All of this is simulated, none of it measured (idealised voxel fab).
process module | voxel gate over fins
cross-section cut | 170 nm wide | cells 5 nm
A cross-section is a grid of square cells, given in bands from the top down. A band is one or more rows of cells.
Each band's line starts with the height of the band's top and of its bottom, in nm. Then come its materials from left to right, each with its width in nm. One material with "throughout" fills the band from edge to edge. "air" is empty space.
Height 0 is the level under which the wafer as received is all one material. The lowest band goes on downwards, as in "0 down".
A width such as "30 to 40" changes by the same amount from each row of cells to the next, from the band's top row to its bottom row.
"no change" after a step means that no cell of the cross-section changed.
closed voids: empty space of 8 cells or more with no open way to the top, each as width x height at its distance from the left edge, in nm
after a step's settings: what the simulator itself notes on the step
overlay nm, on a step with a mask: how far to the right of its planned place the mask lay; to the left if negative
plan
1 op RECEIVE | material Si
2 op CONFORMAL_DEP | material SiN | thk nm 5
3 op DIRECTIONAL_DEP | material aC | thk nm 15
4 op PATTERN | tone cover | mask id FINS | material resist | width nm 15 | pitch nm 45 | thk nm 35 | overlay nm 0
5 op DIRECTIONAL_ETCH | etch materials aC | depth nm 15
6 op STRIP | etch materials resist
7 op DIRECTIONAL_ETCH | etch materials SiN | depth nm 5
8 op DIRECTIONAL_ETCH | etch materials Si | depth nm 40
9 op STRIP | etch materials aC
10 op OXIDIZE | depth nm 5
11 op FILL_DEP | material SiO2 | thk nm 5
12 op CMP | height nm 5
13 op SELECTIVE_ETCH | etch materials SiO2 | depth nm 15
14 op STRIP | etch materials SiN
15 op CONFORMAL_DEP | material HfO2 | thk nm 5
16 op CONFORMAL_DEP | material TiN | thk nm 5
17 op FILL_DEP | material W | thk nm 15
18 op CMP | height nm 20
19 op CONFORMAL_DEP | material SiCN | thk nm 10
as received, after step 1
  0 down: Si throughout
  closed voids: none
a wafer at the end: this start, this plan, one mistake
  30 to 20: SiCN throughout
  20 to 10: W throughout
  10 to 5: W 20 | TiN 25 | W 20 | TiN 25 | W 20 | TiN 25 | W 35
  5 to 0: W 20 | TiN 5 | HfO2 15 | TiN 5 | W 20 | TiN 5 | HfO2 15 | TiN 5 | W 20 | TiN 5 | HfO2 15 | TiN 5 | W 35
  0 to -5: TiN 25 | HfO2 5 | Si 5 | HfO2 5 | TiN 30 | HfO2 5 | Si 5 | HfO2 5 | TiN 30 | HfO2 5 | Si 5 | HfO2 5 | TiN 40
  -5 to -10: HfO2 30 | Si 5 | HfO2 40 | Si 5 | HfO2 40 | Si 5 | HfO2 45
  -10 to -45: SiO2 30 | Si 5 | SiO2 40 | Si 5 | SiO2 40 | Si 5 | SiO2 45
  -45 down: Si throughout
  closed voids: none
what went wrong: step 4 ran as: op PATTERN | tone cover | mask id FINS | material resist | width nm 15 | pitch nm 45 | thk nm 35 | overlay nm -5
